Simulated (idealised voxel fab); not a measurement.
Name of the process module below: voxel trench capacitor
The cross-section on display is named cut; it measures 235 nm wide, and its cells are 5 nm squares.
Each cross-section below is a grid of square cells, stated as bands in top-down order, with one or more rows of cells making up each band.
Each band's line starts with the height of the band's top and of its bottom, in nm. Then come its materials from left to right, each with its width in nm. One material with "everywhere" fills the band from edge to edge. "empty" is empty space.
Heights are reckoned from 0. Under this level, the received wafer is all of one material. The bottommost band is open-ended downward, for example "0 down".
Top row gets the first number, bottom row gets the second, and each row in between changes by the same step: that is how a band width like "30->40" works.
"left unchanged" -> step changed no cross-section cell.
Empty spaces counting at least 8 cells and having no open way to the top are listed in "Closed void roster". The notation width x height at distance is used for each, the distance being from the left edge and all three values in nm.
That trailing text on a step's line, after the settings, is the simulator's own remark on the step.
overlay nm: step with mask; distance mask lay right of planned place; negative value = left of planned place.
## The steps planned for the process are as follows
- 1: RECEIVE | material Si
- 2: CONFORMAL_DEP | material SiN | thk nm 5
- 3: MASKED_ETCH | tone open | mask id TRENCH | width nm 25 | pitch nm 40 | etch materials SiN | depth nm 5 | overlay nm 0
- 4: MASKED_ETCH | tone open | mask id TRENCH | width nm 25 | pitch nm 40 | etch materials Si | depth nm 35 | overlay nm 0
- 5: CONFORMAL_DEP | material HfO2 | thk nm 5
- 6: CONFORMAL_DEP | material TiN | thk nm 5
- 7: FILL_DEP | material W | thk nm 10
- 8: CMP | height nm 5
## First of two wafers - as planned
## Incoming wafer in cross-section (state: after step 1)
	0 down  Si everywhere
	Closed void roster: none
## Step 2 complete: cross-section through the wafer
	5 to 0  SiN everywhere
	Everything below 0 is unchanged.
## Step 3 complete: cross-section through the wafer
	5 to 0  65 of SiN | 25 of empty | 15 of SiN | 25 of empty | 15 of SiN | 25 of empty | 65 of SiN
	Everything below 0 is unchanged.
## Step 4 complete: cross-section through the wafer
	5 to 0  65 of SiN | 25 of empty | 15 of SiN | 25 of empty | 15 of SiN | 25 of empty | 65 of SiN
	0 to -35  65 of Si | 25 of empty | 15 of Si | 25 of empty | 15 of Si | 25 of empty | 65 of Si
	Everything below -35 is unchanged.
## Step 5 complete: cross-section through the wafer
	10 to 5  70 of HfO2 | 15 of empty | 25 of HfO2 | 15 of empty | 25 of HfO2 | 15 of empty | 70 of HfO2
	5 to 0  65 of SiN | 5 of HfO2 | 15 of empty | 5 of HfO2 | 15 of SiN | 5 of HfO2 | 15 of empty | 5 of HfO2 | 15 of SiN | 5 of HfO2 | 15 of empty | 5 of HfO2 | 65 of SiN
	0 to -30  65 of Si | 5 of HfO2 | 15 of empty | 5 of HfO2 | 15 of Si | 5 of HfO2 | 15 of empty | 5 of HfO2 | 15 of Si | 5 of HfO2 | 15 of empty | 5 of HfO2 | 65 of Si
	-30 to -35  65 of Si | 25 of HfO2 | 15 of Si | 25 of HfO2 | 15 of Si | 25 of HfO2 | 65 of Si
	Everything below -35 is unchanged.
## Step 6 complete: cross-section through the wafer
	15 to 10  75 of TiN | 5 of empty | 35 of TiN | 5 of empty | 35 of TiN | 5 of empty | 75 of TiN
	10 to 5  70 of HfO2 | 5 of TiN | 5 of empty | 5 of TiN | 25 of HfO2 | 5 of TiN | 5 of empty | 5 of TiN | 25 of HfO2 | 5 of TiN | 5 of empty | 5 of TiN | 70 of HfO2
	5 to 0  65 of SiN | 5 of HfO2 | 5 of TiN | 5 of empty | 5 of TiN | 5 of HfO2 | 15 of SiN | 5 of HfO2 | 5 of TiN | 5 of empty | 5 of TiN | 5 of HfO2 | 15 of SiN | 5 of HfO2 | 5 of TiN | 5 of empty | 5 of TiN | 5 of HfO2 | 65 of SiN
	0 to -25  65 of Si | 5 of HfO2 | 5 of TiN | 5 of empty | 5 of TiN | 5 of HfO2 | 15 of Si | 5 of HfO2 | 5 of TiN | 5 of empty | 5 of TiN | 5 of HfO2 | 15 of Si | 5 of HfO2 | 5 of TiN | 5 of empty | 5 of TiN | 5 of HfO2 | 65 of Si
	-25 to -30  65 of Si | 5 of HfO2 | 15 of TiN | 5 of HfO2 | 15 of Si | 5 of HfO2 | 15 of TiN | 5 of HfO2 | 15 of Si | 5 of HfO2 | 15 of TiN | 5 of HfO2 | 65 of Si
	Everything below -30 is unchanged.
## Step 7 complete: cross-section through the wafer
	25 to 15  W everywhere
	15 to 10  75 of TiN | 5 of W | 35 of TiN | 5 of W | 35 of TiN | 5 of W | 75 of TiN
	10 to 5  70 of HfO2 | 5 of TiN | 5 of W | 5 of TiN | 25 of HfO2 | 5 of TiN | 5 of W | 5 of TiN | 25 of HfO2 | 5 of TiN | 5 of W | 5 of TiN | 70 of HfO2
	5 to 0  65 of SiN | 5 of HfO2 | 5 of TiN | 5 of W | 5 of TiN | 5 of HfO2 | 15 of SiN | 5 of HfO2 | 5 of TiN | 5 of W | 5 of TiN | 5 of HfO2 | 15 of SiN | 5 of HfO2 | 5 of TiN | 5 of W | 5 of TiN | 5 of HfO2 | 65 of SiN
	0 to -25  65 of Si | 5 of HfO2 | 5 of TiN | 5 of W | 5 of TiN | 5 of HfO2 | 15 of Si | 5 of HfO2 | 5 of TiN | 5 of W | 5 of TiN | 5 of HfO2 | 15 of Si | 5 of HfO2 | 5 of TiN | 5 of W | 5 of TiN | 5 of HfO2 | 65 of Si
	Everything below -25 is unchanged.
## Step 8 complete: cross-section through the wafer
	5 to 0  65 of SiN | 5 of HfO2 | 5 of TiN | 5 of W | 5 of TiN | 5 of HfO2 | 15 of SiN | 5 of HfO2 | 5 of TiN | 5 of W | 5 of TiN | 5 of HfO2 | 15 of SiN | 5 of HfO2 | 5 of TiN | 5 of W | 5 of TiN | 5 of HfO2 | 65 of SiN
	Everything below 0 is unchanged.
## For the second wafer, take the first wafer's start and plan, then add one mistake made in running it; everything through step 7, that step included, is shared with the first
The second wafer in cross-section, at the planned close of step 8: left unchanged
Diagnosis: the run left out plan step 8 entirely, so it was never executed
Final wafer comparison in cells, second versus first, more or fewer per material: HfO2 +38; TiN +50; W +100
